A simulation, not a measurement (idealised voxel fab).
This section sets out a process module, namely voxel wiring stack.
Cross-section cut: width 155 nm, square cells of 5 nm.
Reading order for cross-sections: top band down to bottom band. Underlying form: a grid of square cells. Band size: one or more rows of cells.
Read a band's entry like this: the first values are the height of its top and the height of its bottom in nm, and what follows is the sequence of materials from left to right, each with its width in nm. Note that "blank" is empty space, and that a single material marked "all across" reaches across the band from edge to edge.
Measure heights from 0. That's the level where, below it, the as-received wafer is all one material. The lowest band is bottomless and extends downward; write it as in "top 0, no bottom".
Read "30..40" as a graded width: first number on top, second number at the bottom, same change between each pair of neighbouring rows.
It should be understood that the words "remains unaltered", when stated for a given step, signify that the cross-section underwent no change in any of its cells during that step.
Voids, fully enclosed: empty space of 8 cells or more with no open way to the top, each as width x height at its distance from the left edge, in nm
Anything after a step's settings on that line? It's the simulator's own note about the step.
overlay nm: right-of-plan distance of the mask on a masked step; negative values mean left-of-plan.
Heads up before you read on: it's before/after pairs around one process step each, after side only down to the lowest band that changed, step plus settings under the pair. Pairs can be from different runs of this module, same starting wafer, so only chain a pair onto the one above if its "Pre-processing view" entry says so.

Pre-processing view
  top 95, bottom 75  resist: 20, then blank: 25, then resist: 20, then blank: 25, then resist: 20, then blank: 25, then resist: 20
  top 75, bottom 70  SiCN all across
  top 70, bottom 45  SiO2 all across
  top 45, bottom 35  lowk: 20, then Ru: 15, then lowk: 30, then Ru: 15, then lowk: 30, then Ru: 15, then lowk: 30
  top 35, bottom 30  SiCN: 20, then Ru: 15, then SiCN: 30, then Ru: 15, then SiCN: 30, then Ru: 15, then SiCN: 30
  top 30, bottom 15  lowk: 20, then Ru: 25, then lowk: 20, then Ru: 25, then lowk: 20, then Ru: 25, then lowk: 20
  top 15, bottom 10  lowk: 20, then TiN: 25, then lowk: 20, then TiN: 25, then lowk: 20, then TiN: 25, then lowk: 20
  top 10, bottom 0  SiO2 all across
  top 0, no bottom  Si all across
  Voids, fully enclosed: none

Post-Process Section
  top 95, bottom 75  resist: 20, then blank: 25, then resist: 20, then blank: 25, then resist: 20, then blank: 25, then resist: 20
  top 75, bottom 70  SiCN: 20, then blank: 25, then SiCN: 20, then blank: 25, then SiCN: 20, then blank: 25, then SiCN: 20
  Note: structure below 70 unchanged.
  Voids, fully enclosed: none
Step between the pre-process and post-process cross-sections given above: DIRECTIONAL_ETCH | etch materials SiCN | depth nm 5

Pre-processing view: same picture as after in the pair right above, so we don't repeat it.

Post-Process Section
  top 75, bottom 70  SiCN: 20, then blank: 25, then SiCN: 20, then blank: 25, then SiCN: 20, then blank: 25, then SiCN: 20
  Note: structure below 70 unchanged.
  Voids, fully enclosed: none
Step between the pre-process and post-process cross-sections given above: STRIP | etch materials resist

Pre-processing view: same picture as after in the pair right above, so we don't repeat it.

Post-Process Section
  top 80, bottom 75  TiN: 25, then blank: 15, then TiN: 30, then blank: 15, then TiN: 30, then blank: 15, then TiN: 25
  top 75, bottom 70  SiCN: 20, then TiN: 25, then SiCN: 20, then TiN: 25, then SiCN: 20, then TiN: 25, then SiCN: 20
  Note: structure below 70 unchanged.
  Voids, fully enclosed: none
Step between the pre-process and post-process cross-sections given above: CONFORMAL_DEP | material TiN | thk nm 5

Pre-processing view: same picture as after in the pair right above, so we don't repeat it.

Post-Process Section
  top 90, bottom 80  Ru all across
  top 80, bottom 75  TiN: 25, then Ru: 15, then TiN: 30, then Ru: 15, then TiN: 30, then Ru: 15, then TiN: 25
  Note: structure below 75 unchanged.
  Voids, fully enclosed: none
Step between the pre-process and post-process cross-sections given above: FILL_DEP | material Ru | thk nm 10

Pre-processing view: same picture as after in the pair right above, so we don't repeat it.

Post-Process Section
  top 75, bottom 70  SiCN: 20, then TiN: 25, then SiCN: 20, then TiN: 25, then SiCN: 20, then TiN: 25, then SiCN: 20
  Note: structure below 70 unchanged.
  Voids, fully enclosed: none
Step between the pre-process and post-process cross-sections given above: CMP | height nm 75

Pre-processing view: same picture as after in the pair right above, so we don't repeat it.

Post-Process Section
  top 80, bottom 75  SiCN all across
  Note: structure below 75 unchanged.
  Voids, fully enclosed: none
Step between the pre-process and post-process cross-sections given above: CONFORMAL_DEP | material SiCN | thk nm 5

Pre-processing view: same picture as after in the pair right above, so we don't repeat it.

Post-Process Section
  top 115, bottom 80  SiO2 all across
  Note: structure below 80 unchanged.
  Voids, fully enclosed: none
Step between the pre-process and post-process cross-sections given above: DIRECTIONAL_DEP | material SiO2 | thk nm 35

Pre-processing view: same picture as after in the pair right above, so we don't repeat it.

Post-Process Section
  top 135, bottom 115  resist: 20, then blank: 25, then resist: 20, then blank: 25, then resist: 20, then blank: 25, then resist: 20
  Note: structure below 115 unchanged.
  Voids, fully enclosed: none
Step between the pre-process and post-process cross-sections given above: PATTERN | tone open | mask id METAL_3 | material resist | width nm 25 | pitch nm 45 | thk nm 20 | overlay nm 0

Pre-processing view: same picture as after in the pair right above, so we don't repeat it.

Post-Process Section
  top 135, bottom 115  resist: 20, then blank: 25, then resist: 20, then blank: 25, then resist: 20, then blank: 25, then resist: 20
  top 115, bottom 95  SiO2: 20, then blank: 25, then SiO2: 20, then blank: 25, then SiO2: 20, then blank: 25, then SiO2: 20
  Note: structure below 95 unchanged.
  Voids, fully enclosed: none
Step between the pre-process and post-process cross-sections given above: DIRECTIONAL_ETCH | etch materials SiO2 | depth nm 20

Pre-processing view: same picture as after in the pair right above, so we don't repeat it.

Post-Process Section
  top 115, bottom 95  SiO2: 20, then blank: 25, then SiO2: 20, then blank: 25, then SiO2: 20, then blank: 25, then SiO2: 20
  Note: structure below 95 unchanged.
  Voids, fully enclosed: none
Step between the pre-process and post-process cross-sections given above: STRIP | etch materials resist

Pre-processing view: same picture as after in the pair right above, so we don't repeat it.

Post-Process Section
  top 115, bottom 95  SiO2: 20, then blank: 25, then SiO2: 20, then blank: 25, then SiO2: 20, then blank: 25, then SiO2: 20
  top 95, bottom 80  SiO2: 20, then blank: 15, then SiO2: 75, then blank: 15, then SiO2: 30
  Note: structure below 80 unchanged.
  Voids, fully enclosed: none
Step between the pre-process and post-process cross-sections given above: MASKED_ETCH | tone open | mask id METAL_3_HOLES | width nm 15 | pitch nm 90 | etch materials SiO2 | depth nm 15 | overlay nm 0

Pre-processing view: same picture as after in the pair right above, so we don't repeat it.

Post-Process Section
  top 115, bottom 95  SiO2: 20, then blank: 25, then SiO2: 20, then blank: 25, then SiO2: 20, then blank: 25, then SiO2: 20
  top 95, bottom 80  SiO2: 20, then blank: 15, then SiO2: 75, then blank: 15, then SiO2: 30
  top 80, bottom 75  SiCN: 20, then blank: 15, then SiCN: 75, then blank: 15, then SiCN: 30
  Note: structure below 75 unchanged.
  Voids, fully enclosed: none
Step between the pre-process and post-process cross-sections given above: MASKED_ETCH | tone open | mask id METAL_3_HOLES | width nm 15 | pitch nm 90 | etch materials SiCN | depth nm 5 | overlay nm 0

Pre-processing view: same picture as after in the pair right above, so we don't repeat it.

Post-Process Section
  top 120, bottom 115  TiN: 25, then blank: 15, then TiN: 30, then blank: 15, then TiN: 30, then blank: 15, then TiN: 25
  top 115, bottom 100  SiO2: 20, then TiN: 5, then blank: 15, then TiN: 5, then SiO2: 20, then TiN: 5, then blank: 15, then TiN: 5, then SiO2: 20, then TiN: 5, then blank: 15, then TiN: 5, then SiO2: 20
  top 100, bottom 95  SiO2: 20, then TiN: 5, then blank: 5, then TiN: 15, then SiO2: 20, then TiN: 25, then SiO2: 20, then TiN: 5, then blank: 5, then TiN: 15, then SiO2: 20
  top 95, bottom 80  SiO2: 20, then TiN: 5, then blank: 5, then TiN: 5, then SiO2: 75, then TiN: 5, then blank: 5, then TiN: 5, then SiO2: 30
  top 80, bottom 75  SiCN: 20, then TiN: 15, then SiCN: 75, then TiN: 15, then SiCN: 30
  Note: structure below 75 unchanged.
  Voids, fully enclosed: none
Step between the pre-process and post-process cross-sections given above: CONFORMAL_DEP | material TiN | thk nm 5

Pre-processing view: same picture as after in the pair right above, so we don't repeat it.

Post-Process Section
  top 125, bottom 120  Cu all across
  top 120, bottom 115  TiN: 25, then Cu: 15, then TiN: 30, then Cu: 15, then TiN: 30, then Cu: 15, then TiN: 25
  top 115, bottom 100  SiO2: 20, then TiN: 5, then Cu: 15, then TiN: 5, then SiO2: 20, then TiN: 5, then Cu: 15, then TiN: 5, then SiO2: 20, then TiN: 5, then Cu: 15, then TiN: 5, then SiO2: 20
  top 100, bottom 95  SiO2: 20, then TiN: 5, then Cu: 5, then TiN: 15, then SiO2: 20, then TiN: 25, then SiO2: 20, then TiN: 5, then Cu: 5, then TiN: 15, then SiO2: 20
  top 95, bottom 80  SiO2: 20, then TiN: 5, then Cu: 5, then TiN: 5, then SiO2: 75, then TiN: 5, then Cu: 5, then TiN: 5, then SiO2: 30
  Note: structure below 80 unchanged.
  Voids, fully enclosed: none
Step between the pre-process and post-process cross-sections given above: FILL_DEP | material Cu | thk nm 5

Pre-processing view: same picture as after in the pair right above, so we don't repeat it.

Post-Process Section
  top 115, bottom 100  SiO2: 20, then TiN: 5, then Cu: 15, then TiN: 5, then SiO2: 20, then TiN: 5, then Cu: 15, then TiN: 5, then SiO2: 20, then TiN: 5, then Cu: 15, then TiN: 5, then SiO2: 20
  Note: structure below 100 unchanged.
  Voids, fully enclosed: none
Step between the pre-process and post-process cross-sections given above: CMP | height nm 115

Pre-processing view: same picture as after in the pair right above, so we don't repeat it.

Post-Process Section
  top 120, bottom 115  SiN all across
  Note: structure below 115 unchanged.
  Voids, fully enclosed: none
Step between the pre-process and post-process cross-sections given above: CONFORMAL_DEP | material SiN | thk nm 5

Pre-processing view
  top 10, bottom 0  SiO2 all across
  top 0, no bottom  Si all across
  Voids, fully enclosed: none

Post-Process Section
  top 25, bottom 10  TiN all across
  Note: structure below 10 unchanged.
  Voids, fully enclosed: none
Step between the pre-process and post-process cross-sections given above: DIRECTIONAL_DEP | material TiN | thk nm 15

Pre-processing view: same picture as after in the pair right above, so we don't repeat it.

Post-Process Section
  top 40, bottom 25  Ru all across
  Note: structure below 25 unchanged.
  Voids, fully enclosed: none
Step between the pre-process and post-process cross-sections given above: DIRECTIONAL_DEP | material Ru | thk nm 15

Pre-processing view: same picture as after in the pair right above, so we don't repeat it.

Post-Process Section
  top 40, bottom 25  blank: 20, then Ru: 25, then blank: 20, then Ru: 25, then blank: 20, then Ru: 25, then blank: 20
  Note: structure below 25 unchanged.
  Voids, fully enclosed: none
Step between the pre-process and post-process cross-sections given above: MASKED_ETCH | tone cover | mask id METAL_1 | width nm 25 | pitch nm 45 | etch materials Ru | depth nm 15 | overlay nm 0

Pre-processing view: same picture as after in the pair right above, so we don't repeat it.

Post-Process Section
  top 40, bottom 25  blank: 20, then Ru: 25, then blank: 20, then Ru: 25, then blank: 20, then Ru: 25, then blank: 20
  top 25, bottom 20  blank: 20, then TiN: 25, then blank: 20, then TiN: 25, then blank: 20, then TiN: 25, then blank: 20
  Note: structure below 20 unchanged.
  Voids, fully enclosed: none
Step between the pre-process and post-process cross-sections given above: MASKED_ETCH | tone cover | mask id METAL_1 | width nm 25 | pitch nm 45 | etch materials TiN | depth nm 5 | overlay nm 0

Pre-processing view: same picture as after in the pair right above, so we don't repeat it.

Post-Process Section
  top 45, bottom 40  lowk all across
  top 40, bottom 25  lowk: 20, then Ru: 25, then lowk: 20, then Ru: 25, then lowk: 20, then Ru: 25, then lowk: 20
  top 25, bottom 20  lowk: 20, then TiN: 25, then lowk: 20, then TiN: 25, then lowk: 20, then TiN: 25, then lowk: 20
  Note: structure below 20 unchanged.
  Voids, fully enclosed: none
Step between the pre-process and post-process cross-sections given above: FILL_DEP | material lowk | thk nm 5

Pre-processing view: same picture as after in the pair right above, so we don't repeat it.

Post-Process Section
  top 30, bottom 25  lowk: 20, then Ru: 25, then lowk: 20, then Ru: 25, then lowk: 20, then Ru: 25, then lowk: 20
  Note: structure below 25 unchanged.
  Voids, fully enclosed: none
Step between the pre-process and post-process cross-sections given above: CMP | height nm 30

Pre-processing view: same picture as after in the pair right above, so we don't repeat it.

Post-Process Section
  top 35, bottom 30  SiCN all across
  Note: structure below 30 unchanged.
  Voids, fully enclosed: none
Step between the pre-process and post-process cross-sections given above: CONFORMAL_DEP | material SiCN | thk nm 5

Pre-processing view: same picture as after in the pair right above, so we don't repeat it.

Post-Process Section
  top 45, bottom 35  lowk all across
  Note: structure below 35 unchanged.
  Voids, fully enclosed: none
Step between the pre-process and post-process cross-sections given above: DIRECTIONAL_DEP | material lowk | thk nm 10

Pre-processing view: same picture as after in the pair right above, so we don't repeat it.

Post-Process Section
  top 45, bottom 35  lowk: 20, then blank: 15, then lowk: 30, then blank: 15, then lowk: 30, then blank: 15, then lowk: 30
  Note: structure below 35 unchanged.
  Voids, fully enclosed: none
Step between the pre-process and post-process cross-sections given above: MASKED_ETCH | tone open | mask id PLUG_1 | width nm 15 | pitch nm 45 | etch materials lowk | depth nm 10 | overlay nm 0

Pre-processing view: same picture as after in the pair right above, so we don't repeat it.

Post-Process Section
  top 45, bottom 35  lowk: 20, then blank: 15, then lowk: 30, then blank: 15, then lowk: 30, then blank: 15, then lowk: 30
  top 35, bottom 30  SiCN: 20, then blank: 15, then SiCN: 30, then blank: 15, then SiCN: 30, then blank: 15, then SiCN: 30
  Note: structure below 30 unchanged.
  Voids, fully enclosed: none
Step between the pre-process and post-process cross-sections given above: MASKED_ETCH | tone open | mask id PLUG_1 | width nm 15 | pitch nm 45 | etch materials SiCN | depth nm 5 | overlay nm 0

Pre-processing view: same picture as after in the pair right above, so we don't repeat it.

Post-Process Section
  top 45, bottom 40  lowk: 20, then blank: 15, then lowk: 30, then blank: 15, then lowk: 30, then blank: 15, then lowk: 30
  top 40, bottom 35  lowk: 20, then Ru: 15, then lowk: 30, then Ru: 15, then lowk: 30, then Ru: 15, then lowk: 30
  top 35, bottom 30  SiCN: 20, then Ru: 15, then SiCN: 30, then Ru: 15, then SiCN: 30, then Ru: 15, then SiCN: 30
  Note: structure below 30 unchanged.
  Voids, fully enclosed: none
Step between the pre-process and post-process cross-sections given above: EPI | material Ru | thk nm 10

Pre-processing view: same picture as after in the pair right above, so we don't repeat it.

Post-Process Section
  top 45, bottom 35  lowk: 20, then Ru: 15, then lowk: 30, then Ru: 15, then lowk: 30, then Ru: 15, then lowk: 30
  Note: structure below 35 unchanged.
  Voids, fully enclosed: none
Step between the pre-process and post-process cross-sections given above: EPI | material Ru | thk nm 5

Pre-processing view: same picture as after in the pair right above, so we don't repeat it.

Post-Process Section
  top 50, bottom 45  SiCN all across
  Note: structure below 45 unchanged.
  Voids, fully enclosed: none
Step between the pre-process and post-process cross-sections given above: CONFORMAL_DEP | material SiCN | thk nm 5

Pre-processing view: same picture as after in the pair right above, so we don't repeat it.

Post-Process Section
  top 75, bottom 50  SiO2 all across
  Note: structure below 50 unchanged.
  Voids, fully enclosed: none
Step between the pre-process and post-process cross-sections given above: DIRECTIONAL_DEP | material SiO2 | thk nm 25

Pre-processing view: same picture as after in the pair right above, so we don't repeat it.

Post-Process Section
  top 95, bottom 75  resist: 20, then blank: 25, then resist: 20, then blank: 25, then resist: 20, then blank: 25, then resist: 20
  Note: structure below 75 unchanged.
  Voids, fully enclosed: none
Step between the pre-process and post-process cross-sections given above: PATTERN | tone open | mask id METAL_2 | material resist | width nm 25 | pitch nm 45 | thk nm 20 | overlay nm 0

Pre-processing view: same picture as after in the pair right above, so we don't repeat it.

Post-Process Section
  top 95, bottom 75  resist: 20, then blank: 25, then resist: 20, then blank: 25, then resist: 20, then blank: 25, then resist: 20
  top 75, bottom 50  SiO2: 20, then blank: 25, then SiO2: 20, then blank: 25, then SiO2: 20, then blank: 25, then SiO2: 20
  Note: structure below 50 unchanged.
  Voids, fully enclosed: none
Step between the pre-process and post-process cross-sections given above: DIRECTIONAL_ETCH | etch materials SiO2 | depth nm 25

Pre-processing view: same picture as after in the pair right above, so we don't repeat it.

Post-Process Section
  top 95, bottom 75  resist: 20, then blank: 25, then resist: 20, then blank: 25, then resist: 20, then blank: 25, then resist: 20
  top 75, bottom 50  SiO2: 20, then blank: 25, then SiO2: 20, then blank: 25, then SiO2: 20, then blank: 25, then SiO2: 20
  top 50, bottom 45  SiCN: 20, then blank: 25, then SiCN: 20, then blank: 25, then SiCN: 20, then blank: 25, then SiCN: 20
  Note: structure below 45 unchanged.
  Voids, fully enclosed: none
Step between the pre-process and post-process cross-sections given above: DIRECTIONAL_ETCH | etch materials SiCN | depth nm 5

Pre-processing view: same picture as after in the pair right above, so we don't repeat it.

Post-Process Section
  top 75, bottom 50  SiO2: 20, then blank: 25, then SiO2: 20, then blank: 25, then SiO2: 20, then blank: 25, then SiO2: 20
  Note: structure below 50 unchanged.
  Voids, fully enclosed: none
Step between the pre-process and post-process cross-sections given above: STRIP | etch materials resist

Pre-processing view: same picture as after in the pair right above, so we don't repeat it.

Post-Process Section
  top 80, bottom 75  TiN: 25, then blank: 15, then TiN: 30, then blank: 15, then TiN: 30, then blank: 15, then TiN: 25
  top 75, bottom 50  SiO2: 20, then TiN: 5, then blank: 15, then TiN: 5, then SiO2: 20, then TiN: 5, then blank: 15, then TiN: 5, then SiO2: 20, then TiN: 5, then blank: 15, then TiN: 5, then SiO2: 20
  top 50, bottom 45  SiCN: 20, then TiN: 25, then SiCN: 20, then TiN: 25, then SiCN: 20, then TiN: 25, then SiCN: 20
  Note: structure below 45 unchanged.
  Voids, fully enclosed: none
Step between the pre-process and post-process cross-sections given above: CONFORMAL_DEP | material TiN | thk nm 5

Pre-processing view: same picture as after in the pair right above, so we don't repeat it.

Post-Process Section
  top 90, bottom 80  Ru all across
  top 80, bottom 75  TiN: 25, then Ru: 15, then TiN: 30, then Ru: 15, then TiN: 30, then Ru: 15, then TiN: 25
  top 75, bottom 50  SiO2: 20, then TiN: 5, then Ru: 15, then TiN: 5, then SiO2: 20, then TiN: 5, then Ru: 15, then TiN: 5, then SiO2: 20, then TiN: 5, then Ru: 15, then TiN: 5, then SiO2: 20
  Note: structure below 50 unchanged.
  Voids, fully enclosed: none
Step between the pre-process and post-process cross-sections given above: FILL_DEP | material Ru | thk nm 10

Pre-processing view: same picture as after in the pair right above, so we don't repeat it.

Post-Process Section
  top 75, bottom 50  SiO2: 20, then TiN: 5, then Ru: 15, then TiN: 5, then SiO2: 20, then TiN: 5, then Ru: 15, then TiN: 5, then SiO2: 20, then TiN: 5, then Ru: 15, then TiN: 5, then SiO2: 20
  Note: structure below 50 unchanged.
  Voids, fully enclosed: none
Step between the pre-process and post-process cross-sections given above: CMP | height nm 75

Pre-processing view: same picture as after in the pair right above, so we don't repeat it.

Post-Process Section
  top 80, bottom 75  SiCN all across
  Note: structure below 75 unchanged.
  Voids, fully enclosed: none
Step between the pre-process and post-process cross-sections given above: CONFORMAL_DEP | material SiCN | thk nm 5

Pre-processing view: same picture as after in the pair right above, so we don't repeat it.

Post-Process Section
  top 115, bottom 80  SiO2 all across
  Note: structure below 80 unchanged.
  Voids, fully enclosed: none
Step between the pre-process and post-process cross-sections given above: DIRECTIONAL_DEP | material SiO2 | thk nm 35

Pre-processing view: same picture as after in the pair right above, so we don't repeat it.

Post-Process Section
  top 135, bottom 115  resist: 20, then blank: 25, then resist: 20, then blank: 25, then resist: 20, then blank: 25, then resist: 20
  Note: structure below 115 unchanged.
  Voids, fully enclosed: none
Step between the pre-process and post-process cross-sections given above: PATTERN | tone open | mask id METAL_3 | material resist | width nm 25 | pitch nm 45 | thk nm 20 | overlay nm 0

Pre-processing view: same picture as after in the pair right above, so we don't repeat it.

Post-Process Section
  top 135, bottom 115  resist: 20, then blank: 25, then resist: 20, then blank: 25, then resist: 20, then blank: 25, then resist: 20
  top 115, bottom 95  SiO2: 20, then blank: 25, then SiO2: 20, then blank: 25, then SiO2: 20, then blank: 25, then SiO2: 20
  Note: structure below 95 unchanged.
  Voids, fully enclosed: none
Step between the pre-process and post-process cross-sections given above: DIRECTIONAL_ETCH | etch materials SiO2 | depth nm 20

Pre-processing view: same picture as after in the pair right above, so we don't repeat it.

Post-Process Section
  top 115, bottom 95  SiO2: 20, then blank: 25, then SiO2: 20, then blank: 25, then SiO2: 20, then blank: 25, then SiO2: 20
  Note: structure below 95 unchanged.
  Voids, fully enclosed: none
Step between the pre-process and post-process cross-sections given above: STRIP | etch materials resist

Pre-processing view: same picture as after in the pair right above, so we don't repeat it.

Post-Process Section
  top 115, bottom 95  SiO2: 20, then blank: 25, then SiO2: 20, then blank: 25, then SiO2: 20, then blank: 25, then SiO2: 20
  top 95, bottom 80  SiO2: 20, then blank: 15, then SiO2: 75, then blank: 15, then SiO2: 30
  Note: structure below 80 unchanged.
  Voids, fully enclosed: none
Step between the pre-process and post-process cross-sections given above: MASKED_ETCH | tone open | mask id METAL_3_HOLES | width nm 15 | pitch nm 90 | etch materials SiO2 | depth nm 15 | overlay nm 0

Pre-processing view: same picture as after in the pair right above, so we don't repeat it.

Post-Process Section
  top 115, bottom 95  SiO2: 20, then blank: 25, then SiO2: 20, then blank: 25, then SiO2: 20, then blank: 25, then SiO2: 20
  top 95, bottom 80  SiO2: 20, then blank: 15, then SiO2: 75, then blank: 15, then SiO2: 30
  top 80, bottom 75  SiCN: 20, then blank: 15, then SiCN: 75, then blank: 15, then SiCN: 30
  Note: structure below 75 unchanged.
  Voids, fully enclosed: none
Step between the pre-process and post-process cross-sections given above: MASKED_ETCH | tone open | mask id METAL_3_HOLES | width nm 15 | pitch nm 90 | etch materials SiCN | depth nm 5 | overlay nm 0

Pre-processing view: same picture as after in the pair right above, so we don't repeat it.

Post-Process Section
  top 120, bottom 115  TiN: 25, then blank: 15, then TiN: 30, then blank: 15, then TiN: 30, then blank: 15, then TiN: 25
  top 115, bottom 100  SiO2: 20, then TiN: 5, then blank: 15, then TiN: 5, then SiO2: 20, then TiN: 5, then blank: 15, then TiN: 5, then SiO2: 20, then TiN: 5, then blank: 15, then TiN: 5, then SiO2: 20
  top 100, bottom 95  SiO2: 20, then TiN: 5, then blank: 5, then TiN: 15, then SiO2: 20, then TiN: 25, then SiO2: 20, then TiN: 5, then blank: 5, then TiN: 15, then SiO2: 20
  top 95, bottom 80  SiO2: 20, then TiN: 5, then blank: 5, then TiN: 5, then SiO2: 75, then TiN: 5, then blank: 5, then TiN: 5, then SiO2: 30
  top 80, bottom 75  SiCN: 20, then TiN: 15, then SiCN: 75, then TiN: 15, then SiCN: 30
  Note: structure below 75 unchanged.
  Voids, fully enclosed: none
Step between the pre-process and post-process cross-sections given above: CONFORMAL_DEP | material TiN | thk nm 5

Pre-processing view: same picture as after in the pair right above, so we don't repeat it.

Post-Process Section
  top 125, bottom 120  Cu all across
  top 120, bottom 115  TiN: 25, then Cu: 15, then TiN: 30, then Cu: 15, then TiN: 30, then Cu: 15, then TiN: 25
  top 115, bottom 100  SiO2: 20, then TiN: 5, then Cu: 15, then TiN: 5, then SiO2: 20, then TiN: 5, then Cu: 15, then TiN: 5, then SiO2: 20, then TiN: 5, then Cu: 15, then TiN: 5, then SiO2: 20
  top 100, bottom 95  SiO2: 20, then TiN: 5, then Cu: 5, then TiN: 15, then SiO2: 20, then TiN: 25, then SiO2: 20, then TiN: 5, then Cu: 5, then TiN: 15, then SiO2: 20
  top 95, bottom 80  SiO2: 20, then TiN: 5, then Cu: 5, then TiN: 5, then SiO2: 75, then TiN: 5, then Cu: 5, then TiN: 5, then SiO2: 30
  Note: structure below 80 unchanged.
  Voids, fully enclosed: none
Step between the pre-process and post-process cross-sections given above: FILL_DEP | material Cu | thk nm 5

Pre-processing view: same picture as after in the pair right above, so we don't repeat it.

Post-Process Section
  top 115, bottom 100  SiO2: 20, then TiN: 5, then Cu: 15, then TiN: 5, then SiO2: 20, then TiN: 5, then Cu: 15, then TiN: 5, then SiO2: 20, then TiN: 5, then Cu: 15, then TiN: 5, then SiO2: 20
  Note: structure below 100 unchanged.
  Voids, fully enclosed: none
Step between the pre-process and post-process cross-sections given above: CMP | height nm 115

Pre-processing view: same picture as after in the pair right above, so we don't repeat it.

Post-Process Section
  top 120, bottom 115  SiN all across
  Note: structure below 115 unchanged.
  Voids, fully enclosed: none
Step between the pre-process and post-process cross-sections given above: CONFORMAL_DEP | material SiN | thk nm 5

Pre-processing view
  top 115, bottom 95  SiO2: 20, then blank: 25, then SiO2: 20, then blank: 25, then SiO2: 20, then blank: 25, then SiO2: 20
  top 95, bottom 80  SiO2 all across
  top 80, bottom 75  SiCN all across
  top 75, bottom 50  SiO2: 20, then TiN: 5, then Ru: 15, then TiN: 5, then SiO2: 20, then TiN: 5, then Ru: 15, then TiN: 5, then SiO2: 20, then TiN: 5, then Ru: 15, then TiN: 5, then SiO2: 20
  top 50, bottom 45  SiCN: 20, then TiN: 25, then SiCN: 20, then TiN: 25, then SiCN: 20, then TiN: 25, then SiCN: 20
  top 45, bottom 35  lowk: 20, then Ru: 15, then lowk: 30, then Ru: 15, then lowk: 30, then Ru: 15, then lowk: 30
  top 35, bottom 30  SiCN: 20, then Ru: 15, then SiCN: 30, then Ru: 15, then SiCN: 30, then Ru: 15, then SiCN: 30
  top 30, bottom 15  lowk: 20, then Ru: 25, then lowk: 20, then Ru: 25, then lowk: 20, then Ru: 25, then lowk: 20
  top 15, bottom 10  lowk: 20, then TiN: 25, then lowk: 20, then TiN: 25, then lowk: 20, then TiN: 25, then lowk: 20
  top 10, bottom 0  SiO2 all across
  top 0, no bottom  Si all across
  Voids, fully enclosed: none

Post-Process Section
  top 115, bottom 95  SiO2: 20, then blank: 25, then SiO2: 20, then blank: 25, then SiO2: 20, then blank: 25, then SiO2: 20
  top 95, bottom 80  SiO2: 20, then blank: 20, then SiO2: 70, then blank: 20, then SiO2: 25
  Note: structure below 80 unchanged.
  Voids, fully enclosed: none
Step between the pre-process and post-process cross-sections given above: MASKED_ETCH | tone open | mask id METAL_3_HOLES | width nm 20 | pitch nm 90 | etch materials SiO2 | depth nm 15 | overlay nm 0

Pre-processing view: same picture as after in the pair right above, so we don't repeat it.

Post-Process Section
  top 115, bottom 95  SiO2: 20, then blank: 25, then SiO2: 20, then blank: 25, then SiO2: 20, then blank: 25, then SiO2: 20
  top 95, bottom 80  SiO2: 20, then blank: 20, then SiO2: 70, then blank: 20, then SiO2: 25
  top 80, bottom 75  SiCN: 20, then blank: 15, then SiCN: 75, then blank: 15, then SiCN: 30
  Note: structure below 75 unchanged.
  Voids, fully enclosed: none
Step between the pre-process and post-process cross-sections given above: MASKED_ETCH | tone open | mask id METAL_3_HOLES | width nm 15 | pitch nm 90 | etch materials SiCN | depth nm 5 | overlay nm 0

Pre-processing view: same picture as after in the pair right above, so we don't repeat it.

Post-Process Section
  top 120, bottom 115  TiN: 25, then blank: 15, then TiN: 30, then blank: 15, then TiN: 30, then blank: 15, then TiN: 25
  top 115, bottom 100  SiO2: 20, then TiN: 5, then blank: 15, then TiN: 5, then SiO2: 20, then TiN: 5, then blank: 15, then TiN: 5, then SiO2: 20, then TiN: 5, then blank: 15, then TiN: 5, then SiO2: 20
  top 100, bottom 95  SiO2: 20, then TiN: 5, then blank: 10, then TiN: 10, then SiO2: 20, then TiN: 25, then SiO2: 20, then TiN: 5, then blank: 10, then TiN: 10, then SiO2: 20
  top 95, bottom 85  SiO2: 20, then TiN: 5, then blank: 10, then TiN: 5, then SiO2: 70, then TiN: 5, then blank: 10, then TiN: 5, then SiO2: 25
  top 85, bottom 80  SiO2: 20, then TiN: 5, then blank: 5, then TiN: 10, then SiO2: 70, then TiN: 5, then blank: 5, then TiN: 10, then SiO2: 25
  top 80, bottom 75  SiCN: 20, then TiN: 15, then SiCN: 75, then TiN: 15, then SiCN: 30
  Note: structure below 75 unchanged.
  Voids, fully enclosed: none
Step between the pre-process and post-process cross-sections given above: CONFORMAL_DEP | material TiN | thk nm 5

Pre-processing view: same picture as after in the pair right above, so we don't repeat it.

Post-Process Section
  top 125, bottom 120  Cu all across
  top 120, bottom 115  TiN: 25, then Cu: 15, then TiN: 30, then Cu: 15, then TiN: 30, then Cu: 15, then TiN: 25
  top 115, bottom 100  SiO2: 20, then TiN: 5, then Cu: 15, then TiN: 5, then SiO2: 20, then TiN: 5, then Cu: 15, then TiN: 5, then SiO2: 20, then TiN: 5, then Cu: 15, then TiN: 5, then SiO2: 20
  top 100, bottom 95  SiO2: 20, then TiN: 5, then Cu: 10, then TiN: 10, then SiO2: 20, then TiN: 25, then SiO2: 20, then TiN: 5, then Cu: 10, then TiN: 10, then SiO2: 20
  top 95, bottom 85  SiO2: 20, then TiN: 5, then Cu: 10, then TiN: 5, then SiO2: 70, then TiN: 5, then Cu: 10, then TiN: 5, then SiO2: 25
  top 85, bottom 80  SiO2: 20, then TiN: 5, then Cu: 5, then TiN: 10, then SiO2: 70, then TiN: 5, then Cu: 5, then TiN: 10, then SiO2: 25
  Note: structure below 80 unchanged.
  Voids, fully enclosed: none
Step between the pre-process and post-process cross-sections given above: FILL_DEP | material Cu | thk nm 5

Pre-processing view: same picture as after in the pair right above, so we don't repeat it.

Post-Process Section
  top 115, bottom 100  SiO2: 20, then TiN: 5, then Cu: 15, then TiN: 5, then SiO2: 20, then TiN: 5, then Cu: 15, then TiN: 5, then SiO2: 20, then TiN: 5, then Cu: 15, then TiN: 5, then SiO2: 20
  Note: structure below 100 unchanged.
  Voids, fully enclosed: none
Step between the pre-process and post-process cross-sections given above: CMP | height nm 115

Pre-processing view: same picture as after in the pair right above, so we don't repeat it.

Post-Process Section
  top 120, bottom 115  SiN all across
  Note: structure below 115 unchanged.
  Voids, fully enclosed: none
Step between the pre-process and post-process cross-sections given above: CONFORMAL_DEP | material SiN | thk nm 5
